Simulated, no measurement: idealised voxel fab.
process module | voxel self aligned contacts
cross-section cut | 275 nm wide | cells 5 nm
A cross-section is a grid of square cells, given in bands from the top down. A band is one or more rows of cells.
Each band's line starts with the height of the band's top and of its bottom, in nm. Then come its materials from left to right, each with its width in nm. One material with "throughout" fills the band from edge to edge. "air" is empty space.
Height 0 is the level under which the wafer as received is all one material. The lowest band goes on downwards, as in "0 down".
A width such as "30 to 40" changes by the same amount from each row of cells to the next, from the band's top row to its bottom row.
"no change" after a step means that no cell of the cross-section changed.
closed voids: empty space of 8 cells or more with no open way to the top, each as width x height at its distance from the left edge, in nm
after a step's settings: what the simulator itself notes on the step
overlay nm, on a step with a mask: how far to the right of its planned place the mask lay; to the left if negative
plan
1 op RECEIVE | material Si
2 op OXIDIZE | depth nm 5
3 op DIRECTIONAL_DEP | material polySi | thk nm 25
4 op DIRECTIONAL_DEP | material SiN | thk nm 25
5 op DIRECTIONAL_DEP | material aC | thk nm 15
6 op PATTERN | tone cover | mask id GATE | material resist | width nm 35 | pitch nm 80 | thk nm 30 | overlay nm 0
7 op DIRECTIONAL_ETCH | etch materials aC | depth nm 15
8 op STRIP | etch materials resist
9 op DIRECTIONAL_ETCH | etch materials SiN | depth nm 25
10 op DIRECTIONAL_ETCH | etch materials polySi | depth nm 25
11 op STRIP | etch materials aC
12 op CONFORMAL_DEP | material SiN | thk nm 10
13 op DIRECTIONAL_ETCH | etch materials SiN | depth nm 10
14 op FILL_DEP | material SiO2 | thk nm 20
15 op CMP | height nm 50
16 op DIRECTIONAL_DEP | material aC | thk nm 10
17 op PATTERN | tone open | mask id CONTACT | material resist | width nm 55 | pitch nm 80 | thk nm 25 | overlay nm 0
18 op DIRECTIONAL_ETCH | etch materials aC | depth nm 10
19 op STRIP | etch materials resist
20 op DIRECTIONAL_ETCH | etch materials SiO2 | depth nm 65
21 op STRIP | etch materials aC
22 op CONFORMAL_DEP | material TiN | thk nm 5
23 op FILL_DEP | material Ru | thk nm 10
24 op CMP | height nm 60
25 op CONFORMAL_DEP | material SiCN | thk nm 5
varied across the wafers: height nm of step 15. The plan shows the first wafer's value. All wafers start alike
first wafer as received, after step 1
  0 down: Si throughout
  closed voids: none
first wafer at the end, after step 25
  65 to 60: SiCN throughout
  60 to 55: Ru throughout
  55 to 50: TiN 90 | Ru 15 | TiN 65 | Ru 15 | TiN 90
  50 to 25: SiO2 30 | SiN 55 | TiN 5 | Ru 15 | TiN 5 | SiN 55 | TiN 5 | Ru 15 | TiN 5 | SiN 55 | SiO2 30
  25 to 0: SiO2 30 | SiN 10 | polySi 35 | SiN 10 | TiN 5 | Ru 15 | TiN 5 | SiN 10 | polySi 35 | SiN 10 | TiN 5 | Ru 15 | TiN 5 | SiN 10 | polySi 35 | SiN 10 | SiO2 30
  0 to -5: SiO2 85 | TiN 25 | SiO2 55 | TiN 25 | SiO2 85
  -5 down: Si throughout
  closed voids: none
last wafer at the end
  65 to 60: SiCN throughout
  60 to 50: SiO2 70 | TiN 5 to 20 | Ru 45 to 15 | TiN 5 to 20 | SiO2 25 | TiN 5 to 20 | Ru 45 to 15 | TiN 5 to 20 | SiO2 70
  50 to 25: SiO2 30 | SiN 55 | TiN 5 | Ru 15 | TiN 5 | SiN 55 | TiN 5 | Ru 15 | TiN 5 | SiN 55 | SiO2 30
  25 to 10: SiO2 30 | SiN 10 | polySi 35 | SiN 10 | TiN 5 | Ru 15 | TiN 5 | SiN 10 | polySi 35 | SiN 10 | TiN 5 | Ru 15 | TiN 5 | SiN 10 | polySi 35 | SiN 10 | SiO2 30
  10 to 5: SiO2 30 | SiN 10 | polySi 35 | SiN 10 | TiN 25 | SiN 10 | polySi 35 | SiN 10 | TiN 25 | SiN 10 | polySi 35 | SiN 10 | SiO2 30
  5 to 0: SiO2 30 | SiN 10 | polySi 35 | SiN 10 | SiO2 25 | SiN 10 | polySi 35 | SiN 10 | SiO2 25 | SiN 10 | polySi 35 | SiN 10 | SiO2 30
  0 to -5: SiO2 throughout
  -5 down: Si throughout
  closed voids: none
each wafer at the end: cells of each material gained (+) or lost (-) since it was received, then its closed voids
height nm 50 | +121 Ru | -55 Si | +55 SiCN | +225 SiN | +165 SiO2 | +99 TiN | +105 polySi | closed voids: none
height nm 55 | +84 Ru | -55 Si | +55 SiCN | +225 SiN | +198 SiO2 | +103 TiN | +105 polySi | closed voids: none
height nm 60 | +84 Ru | -55 Si | +55 SiCN | +225 SiN | +231 SiO2 | +70 TiN | +105 polySi | closed voids: none
height nm 65 | +78 Ru | -55 Si | +55 SiCN | +225 SiN | +241 SiO2 | +66 TiN | +105 polySi | closed voids: none
height nm 70 | +72 Ru | -55 Si | +55 SiCN | +225 SiN | +251 SiO2 | +62 TiN | +105 polySi | closed voids: none
